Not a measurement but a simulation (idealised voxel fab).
Herein follows the process module entitled voxel self aligned vias.
Cross-sectional view cut (width: 275 nm; square cell size: 5 nm).
A cross-section is written here as square cells arranged in a grid, and it is given in bands from the top down, each band taking up one or more rows of cells. Each band's line starts with the height of the band's top and of its bottom, in nm. Then come its materials from left to right, each with its width in nm. One material with "full width" fills the band from edge to edge. "air" is empty space. A quick word on heights: they are counted from 0, and under that level the wafer as it came to us is one material throughout. The lowest band is different from the rest in having no bottom; it simply continues downward, written as in "0 and below". You'd read "30..40" like this: the band's top row of cells is as wide as the first number, its bottom row is as wide as the second, and going down, every row changes width by the same amount as the row before did. Step note "same as before" = no cross-section cell changed. Any empty space of 8 cells or more lacking an open way to the top shows up in "Cavities, closed" as width x height at distance, distance from the left edge, in nm. Where a step's line continues beyond its settings, the continuation is a remark by the simulator itself on that step. For masked steps, "overlay nm" on the step line gives how far right of plan the mask actually lay; a minus sign means it lay to the left.
# Planned step list for the process
| 1 | RECEIVE: material Si |
| 2 | CONFORMAL_DEP: material SiO2, thk nm 15 |
| 3 | CONFORMAL_DEP: material SiCN, thk nm 5 |
| 4 | DIRECTIONAL_DEP: material SiO2, thk nm 20 |
| 5 | MASKED_ETCH: tone open, mask id LINES, width nm 30, pitch nm 55, etch materials SiO2, depth nm 20, overlay nm 0 |
| 6 | CONFORMAL_DEP: material TiN, thk nm 5 |
| 7 | FILL_DEP: material Ru, thk nm 10 |
| 8 | CMP: height nm 40 |
| 9 | SELECTIVE_ETCH: etch materials W Ru TiN, depth nm 10 |
| 10 | FILL_DEP: material SiN, thk nm 10 |
| 11 | CMP: height nm 40 |
| 12 | DIRECTIONAL_DEP: material SiO2, thk nm 20 |
| 13 | PATTERN: tone open, mask id VIAS, material resist, width nm 40, pitch nm 110, thk nm 20, overlay nm 0 |
| 14 | DIRECTIONAL_ETCH: etch materials SiO2, depth nm 20 |
| 15 | DIRECTIONAL_ETCH: etch materials SiN, depth nm 10 |
| 16 | STRIP: etch materials resist |
| 17 | CONFORMAL_DEP: material TiN, thk nm 5 |
| 18 | FILL_DEP: material W, thk nm 5 |
| 19 | CMP: height nm 60 |
| 20 | CONFORMAL_DEP: material SiCN, thk nm 5 |
# First of two wafers: run as planned
# Wafer at receipt (post step 1), cross-section
> 0 and below = Si full width
> Cavities, closed: none
# Step 2 complete: cross-section through the wafer
> 15 down to 0 = SiO2 full width
> Whatever lies below 0 is exactly as it was before.
# Step 3 complete: cross-section through the wafer
> 20 down to 15 = SiCN full width
> Whatever lies below 15 is exactly as it was before.
# Step 4 complete: cross-section through the wafer
> 40 down to 20 = SiO2 full width
> Whatever lies below 20 is exactly as it was before.
# Step 5 complete: cross-section through the wafer
> 40 down to 20 = SiO2: 65  air: 30  SiO2: 25  air: 30  SiO2: 25  air: 30  SiO2: 70
> Whatever lies below 20 is exactly as it was before.
# Step 6 complete: cross-section through the wafer
> 45 down to 40 = TiN: 70  air: 20  TiN: 35  air: 20  TiN: 35  air: 20  TiN: 75
> 40 down to 25 = SiO2: 65  TiN: 5  air: 20  TiN: 5  SiO2: 25  TiN: 5  air: 20  TiN: 5  SiO2: 25  TiN: 5  air: 20  TiN: 5  SiO2: 70
> 25 down to 20 = SiO2: 65  TiN: 30  SiO2: 25  TiN: 30  SiO2: 25  TiN: 30  SiO2: 70
> Whatever lies below 20 is exactly as it was before.
# Step 7 complete: cross-section through the wafer
> 55 down to 45 = Ru full width
> 45 down to 40 = TiN: 70  Ru: 20  TiN: 35  Ru: 20  TiN: 35  Ru: 20  TiN: 75
> 40 down to 25 = SiO2: 65  TiN: 5  Ru: 20  TiN: 5  SiO2: 25  TiN: 5  Ru: 20  TiN: 5  SiO2: 25  TiN: 5  Ru: 20  TiN: 5  SiO2: 70
> Whatever lies below 25 is exactly as it was before.
# Step 8 complete: cross-section through the wafer
> 40 down to 25 = SiO2: 65  TiN: 5  Ru: 20  TiN: 5  SiO2: 25  TiN: 5  Ru: 20  TiN: 5  SiO2: 25  TiN: 5  Ru: 20  TiN: 5  SiO2: 70
> Whatever lies below 25 is exactly as it was before.
# Step 9 complete: cross-section through the wafer
> 40 down to 30 = SiO2: 65  air: 30  SiO2: 25  air: 30  SiO2: 25  air: 30  SiO2: 70
> Whatever lies below 30 is exactly as it was before.
# Step 10 complete: cross-section through the wafer
> 50 down to 40 = SiN full width
> 40 down to 30 = SiO2: 65  SiN: 30  SiO2: 25  SiN: 30  SiO2: 25  SiN: 30  SiO2: 70
> Whatever lies below 30 is exactly as it was before.
# Step 11 complete: cross-section through the wafer
> 40 down to 30 = SiO2: 65  SiN: 30  SiO2: 25  SiN: 30  SiO2: 25  SiN: 30  SiO2: 70
> Whatever lies below 30 is exactly as it was before.
# Step 12 complete: cross-section through the wafer
> 60 down to 40 = SiO2 full width
> Whatever lies below 40 is exactly as it was before.
# Step 13 complete: cross-section through the wafer
> 80 down to 60 = resist: 60  air: 40  resist: 70  air: 40  resist: 65
> Whatever lies below 60 is exactly as it was before.
# Step 14 complete: cross-section through the wafer
> 80 down to 60 = resist: 60  air: 40  resist: 70  air: 40  resist: 65
> 60 down to 40 = SiO2: 60  air: 40  SiO2: 70  air: 40  SiO2: 65
> Whatever lies below 40 is exactly as it was before.
# Step 15 complete: cross-section through the wafer
> 80 down to 60 = resist: 60  air: 40  resist: 70  air: 40  resist: 65
> 60 down to 40 = SiO2: 60  air: 40  SiO2: 70  air: 40  SiO2: 65
> 40 down to 30 = SiO2: 65  air: 30  SiO2: 25  SiN: 30  SiO2: 25  air: 30  SiO2: 70
> Whatever lies below 30 is exactly as it was before.
# Step 16 complete: cross-section through the wafer
> 60 down to 40 = SiO2: 60  air: 40  SiO2: 70  air: 40  SiO2: 65
> Whatever lies below 40 is exactly as it was before.
# Step 17 complete: cross-section through the wafer
> 65 down to 60 = TiN: 65  air: 30  TiN: 80  air: 30  TiN: 70
> 60 down to 45 = SiO2: 60  TiN: 5  air: 30  TiN: 5  SiO2: 70  TiN: 5  air: 30  TiN: 5  SiO2: 65
> 45 down to 40 = SiO2: 60  TiN: 10  air: 20  TiN: 10  SiO2: 70  TiN: 10  air: 20  TiN: 10  SiO2: 65
> 40 down to 35 = SiO2: 65  TiN: 5  air: 20  TiN: 5  SiO2: 25  SiN: 30  SiO2: 25  TiN: 5  air: 20  TiN: 5  SiO2: 70
> 35 down to 30 = SiO2: 65  TiN: 30  SiO2: 25  SiN: 30  SiO2: 25  TiN: 30  SiO2: 70
> Whatever lies below 30 is exactly as it was before.
# Step 18 complete: cross-section through the wafer
> 70 down to 65 = W full width
> 65 down to 60 = TiN: 65  W: 30  TiN: 80  W: 30  TiN: 70
> 60 down to 45 = SiO2: 60  TiN: 5  W: 30  TiN: 5  SiO2: 70  TiN: 5  W: 30  TiN: 5  SiO2: 65
> 45 down to 40 = SiO2: 60  TiN: 10  W: 20  TiN: 10  SiO2: 70  TiN: 10  W: 20  TiN: 10  SiO2: 65
> 40 down to 35 = SiO2: 65  TiN: 5  W: 20  TiN: 5  SiO2: 25  SiN: 30  SiO2: 25  TiN: 5  W: 20  TiN: 5  SiO2: 70
> Whatever lies below 35 is exactly as it was before.
# Step 19 complete: cross-section through the wafer
> 60 down to 45 = SiO2: 60  TiN: 5  W: 30  TiN: 5  SiO2: 70  TiN: 5  W: 30  TiN: 5  SiO2: 65
> Whatever lies below 45 is exactly as it was before.
# Step 20 complete: cross-section through the wafer
> 65 down to 60 = SiCN full width
> Whatever lies below 60 is exactly as it was before.
# Second wafer - shared start and plan with the first - one error in running - same as the first up to step 2 inclusive
# Here is the second wafer in cross-section at the point where step 3 of the plan should have been done
> 35 down to 0 = SiO2 full width
> Whatever lies below 0 is exactly as it was before.
# Here is the second wafer in cross-section at the point where step 4 of the plan should have been done
> 40 down to 35 = SiCN full width
> Whatever lies below 35 is exactly as it was before.
Here is the second wafer in cross-section at the point where step 5 of the plan should have been done: same as before
# Here is the second wafer in cross-section at the point where step 6 of the plan should have been done
> 45 down to 40 = TiN full width
> Whatever lies below 40 is exactly as it was before.
# Here is the second wafer in cross-section at the point where step 7 of the plan should have been done
> 55 down to 45 = Ru full width
> Whatever lies below 45 is exactly as it was before.
# Here is the second wafer in cross-section at the point where step 8 of the plan should have been done
> 40 down to 35 = SiCN full width
> Whatever lies below 35 is exactly as it was before.
Here is the second wafer in cross-section at the point where step 9 of the plan should have been done: same as before
# Here is the second wafer in cross-section at the point where step 10 of the plan should have been done
> 50 down to 40 = SiN full width
> Whatever lies below 40 is exactly as it was before.
# Here is the second wafer in cross-section at the point where step 11 of the plan should have been done
> 40 down to 35 = SiCN full width
> Whatever lies below 35 is exactly as it was before.
# Here is the second wafer in cross-section at the point where step 12 of the plan should have been done
> 60 down to 40 = SiO2 full width
> Whatever lies below 40 is exactly as it was before.
# Here is the second wafer in cross-section at the point where step 13 of the plan should have been done
> 80 down to 60 = resist: 60  air: 40  resist: 70  air: 40  resist: 65
> Whatever lies below 60 is exactly as it was before.
# Here is the second wafer in cross-section at the point where step 14 of the plan should have been done
> 80 down to 60 = resist: 60  air: 40  resist: 70  air: 40  resist: 65
> 60 down to 40 = SiO2: 60  air: 40  SiO2: 70  air: 40  SiO2: 65
> Whatever lies below 40 is exactly as it was before.
Here is the second wafer in cross-section at the point where step 15 of the plan should have been done: same as before
# Here is the second wafer in cross-section at the point where step 16 of the plan should have been done
> 60 down to 40 = SiO2: 60  air: 40  SiO2: 70  air: 40  SiO2: 65
> Whatever lies below 40 is exactly as it was before.
# Here is the second wafer in cross-section at the point where step 17 of the plan should have been done
> 65 down to 60 = TiN: 65  air: 30  TiN: 80  air: 30  TiN: 70
> 60 down to 45 = SiO2: 60  TiN: 5  air: 30  TiN: 5  SiO2: 70  TiN: 5  air: 30  TiN: 5  SiO2: 65
> 45 down to 40 = SiO2: 60  TiN: 40  SiO2: 70  TiN: 40  SiO2: 65
> Whatever lies below 40 is exactly as it was before.
# Here is the second wafer in cross-section at the point where step 18 of the plan should have been done
> 70 down to 65 = W full width
> 65 down to 60 = TiN: 65  W: 30  TiN: 80  W: 30  TiN: 70
> 60 down to 45 = SiO2: 60  TiN: 5  W: 30  TiN: 5  SiO2: 70  TiN: 5  W: 30  TiN: 5  SiO2: 65
> Whatever lies below 45 is exactly as it was before.
# Here is the second wafer in cross-section at the point where step 19 of the plan should have been done
> 60 down to 45 = SiO2: 60  TiN: 5  W: 30  TiN: 5  SiO2: 70  TiN: 5  W: 30  TiN: 5  SiO2: 65
> Whatever lies below 45 is exactly as it was before.
# Here is the second wafer in cross-section at the point where step 20 of the plan should have been done
> 65 down to 60 = SiCN full width
> Whatever lies below 60 is exactly as it was before.
Nonconformance to the process plan: a sequencing error occurred in which plan steps 3 and 4 were transposed
Cell-count delta at end, second wafer over first, by material: Ru -12 | SiN -12 | SiO2 +72 | TiN -32 | W -16
